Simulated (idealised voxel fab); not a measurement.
The process module that follows is named voxel capacitor over wiring.
FYI the section here is cut, 175 nm wide, cells are 5 nm squares.
For the purposes of this document, a cross-section shall be understood as a grid of square cells, specified as bands listed in top-to-bottom order, each band consisting of one or more rows of cells. What a band's entry tells you: where the top is and where the bottom is, as heights in nm, and after that what lies inside, material by material from left to right, each with its width in nm. Empty space is written as the word "empty", and a single material marked with the word "edge to edge" occupies the band from edge to edge. Heights are expressed relative to 0, this being the level below which the as-received wafer comprises one material exclusively. The lowest band is unbounded in the downward direction and is denoted as in "0 -> down". The notation "30->40" denotes a width that varies across the rows of cells in the band, beginning at the first number in the top row, finishing at the second number in the bottom row, and changing by an identical amount from each row to the next. What does "everything unchanged" mean for a step? It means no cell of the cross-section changed in that step. What "Catalogued sealed voids" gives you is every empty space of 8 cells or more that is cut off from the top. Each appears as width x height at distance, with the distance taken from the left edge and width, height and distance all in nm. The remark found on a step's line after its settings is issued by the simulator itself and pertains to that step. Steps that use a mask can have "overlay nm" on their line. It says how far the mask sat to the right of where it was meant to be. Negative means to the left.
### Set out below are the planned steps of the process
1. RECEIVE [material Si]
2. CONFORMAL_DEP [material SiO2] [thk nm 10]
3. DIRECTIONAL_DEP [material TiN] [thk nm 5]
4. DIRECTIONAL_DEP [material Ru] [thk nm 20]
5. DIRECTIONAL_DEP [material aC] [thk nm 15]
6. PATTERN [tone cover] [mask id METAL_1] [material resist] [width nm 25] [pitch nm 75] [thk nm 30] [overlay nm 0]
7. DIRECTIONAL_ETCH [etch materials aC] [depth nm 15]
8. STRIP [etch materials resist]
9. DIRECTIONAL_ETCH [etch materials Ru] [depth nm 20]
10. DIRECTIONAL_ETCH [etch materials TiN] [depth nm 5]
11. STRIP [etch materials aC]
12. FILL_DEP [material lowk] [thk nm 10]
13. CMP [height nm 35]
14. CONFORMAL_DEP [material SiCN] [thk nm 5]
15. DIRECTIONAL_DEP [material SiO2] [thk nm 20]
16. DIRECTIONAL_DEP [material aC] [thk nm 10]
17. PATTERN [tone open] [mask id PLUG_1] [material resist] [width nm 15] [thk nm 25] [overlay nm 0]
18. DIRECTIONAL_ETCH [etch materials aC] [depth nm 10]
19. STRIP [etch materials resist]
20. DIRECTIONAL_ETCH [etch materials SiO2] [depth nm 20]
21. DIRECTIONAL_ETCH [etch materials SiCN] [depth nm 5]
22. STRIP [etch materials aC]
23. EPI [material Ru] [thk nm 10]
24. EPI [material Ru] [thk nm 10]
25. EPI [material Ru] [thk nm 5]
26. DIRECTIONAL_DEP [material TiN] [thk nm 10]
27. DIRECTIONAL_DEP [material SiN] [thk nm 5]
28. DIRECTIONAL_DEP [material TiN] [thk nm 5]
29. PATTERN [tone cover] [mask id UPPER_PLATE] [material resist] [width nm 55] [thk nm 15] [overlay nm 0]
30. DIRECTIONAL_ETCH [etch materials TiN] [depth nm 5]
31. DIRECTIONAL_ETCH [etch materials SiN] [depth nm 5]
32. STRIP [etch materials resist]
33. MASKED_ETCH [tone cover] [mask id LOWER_PLATE] [width nm 65] [etch materials TiN] [depth nm 10] [overlay nm 0]
34. FILL_DEP [material SiO2] [thk nm 20]
35. CMP [height nm 95]
36. DIRECTIONAL_DEP [material aC] [thk nm 10]
37. PATTERN [tone open] [mask id PLUG_2] [material resist] [width nm 15] [thk nm 30] [overlay nm 0]
38. DIRECTIONAL_ETCH [etch materials aC] [depth nm 10]
39. STRIP [etch materials resist]
40. DIRECTIONAL_ETCH [etch materials SiO2] [depth nm 15]
41. STRIP [etch materials aC]
42. CONFORMAL_DEP [material TiN] [thk nm 5]
43. FILL_DEP [material Cu] [thk nm 5]
44. CMP [height nm 95]
45. CONFORMAL_DEP [material SiN] [thk nm 5]
### Delivered wafer in cross-section: state after step 1
	0 -> down  Si edge to edge
	Catalogued sealed voids: none
### Post-module cross-section: identical start and plan to those above, one misstep in execution
	100 -> 95  SiN edge to edge
	95 -> 90  TiN=60, Cu=5, TiN=110
	90 -> 85  SiO2=55, TiN=5, Cu=5, TiN=5, SiO2=105
	85 -> 75  SiO2=55->45, TiN=15->55, SiO2=105->75
	75 -> 70  SiO2=45, SiN=55, SiO2=75
	70 -> 60  SiO2=40, TiN=65, SiO2=70
	60 -> 40  SiO2=45, Ru=15, SiO2=115
	40 -> 35  SiCN=45, Ru=15, SiCN=115
	35 -> 15  lowk=35, Ru=25, lowk=50, Ru=25, lowk=40
	15 -> 10  lowk=35, TiN=25, lowk=50, TiN=25, lowk=40
	10 -> 0  SiO2 edge to edge
	0 -> down  Si edge to edge
	Catalogued sealed voids: none
Where did the run depart from the plan? not per plan at step 35, really ran CMP [height nm 90]
